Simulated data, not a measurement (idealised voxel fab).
Process module, titled voxel fin reveal
Section shown: cut. Width: 250 nm. Cell size: 5 nm, square.
In what follows, cross-sections appear as grids of square cells, described through bands that run from the top down, where every band is one or more rows of cells.
Each band's line starts with the height of the band's top and of its bottom, in nm. Then come its materials from left to right, each with its width in nm. One material with "throughout" fills the band from edge to edge. "empty" is empty space.
Heads up on the height convention: 0 is the point under which the incoming wafer is all one material, and the lowest band has no bottom, it just keeps going down, like "0..down".
Note: "30->40" means the width goes from the first number (top row of the band) to the second number (bottom row) in equal steps per row of cells.
Step marked "identical to before"? Then no cell in the cross-section changed in it.
The list in "Enclosed void list" covers empty spaces of 8 cells or more that cannot reach the top through any open way, and it gives each as width x height at distance; the distance is from the left edge, and width, height and distance are in nm.
Heads up: the bit after the settings on a step's line is the simulator's remark on that step.
overlay nm: for a step with a mask, the amount by which the mask lay right of where it was planned; a negative amount means left of it.
Listed below are the process steps as planned:
1: RECEIVE [material Si]
2: CONFORMAL_DEP [material SiN] [thk nm 5]
3: DIRECTIONAL_DEP [material aC] [thk nm 15]
4: PATTERN [tone cover] [mask id FINS] [material resist] [width nm 15] [pitch nm 35] [thk nm 35] [overlay nm 0]
5: DIRECTIONAL_ETCH [etch materials aC] [depth nm 15]
6: STRIP [etch materials resist]
7: DIRECTIONAL_ETCH [etch materials SiN] [depth nm 5]
8: DIRECTIONAL_ETCH [etch materials Si] [depth nm 30]
9: STRIP [etch materials aC]
10: OXIDIZE [depth nm 5]
11: FILL_DEP [material SiO2] [thk nm 15]
12: CMP [height nm 5]
13: SELECTIVE_ETCH [etch materials SiO2] [depth nm 15]
14: STRIP [etch materials SiN]
Wafer as received: cross-section following step 1:
	0..down = Si throughout
	Enclosed void list: none
End state of the module in cross-section, given the above starting point and plan and one mistake in execution:
	0..-10 = empty 70 nm / Si 5 nm / empty 30 nm / Si 5 nm / empty 30 nm / Si 5 nm / empty 30 nm / Si 5 nm / empty 70 nm
	-10..-45 = SiO2 70 nm / Si 5 nm / SiO2 30 nm / Si 5 nm / SiO2 30 nm / Si 5 nm / SiO2 30 nm / Si 5 nm / SiO2 70 nm
	-45..down = Si throughout
	Enclosed void list: none
What was the processing mistake? planned and actual differ for step 8; actual: DIRECTIONAL_ETCH [etch materials Si] [depth nm 40]
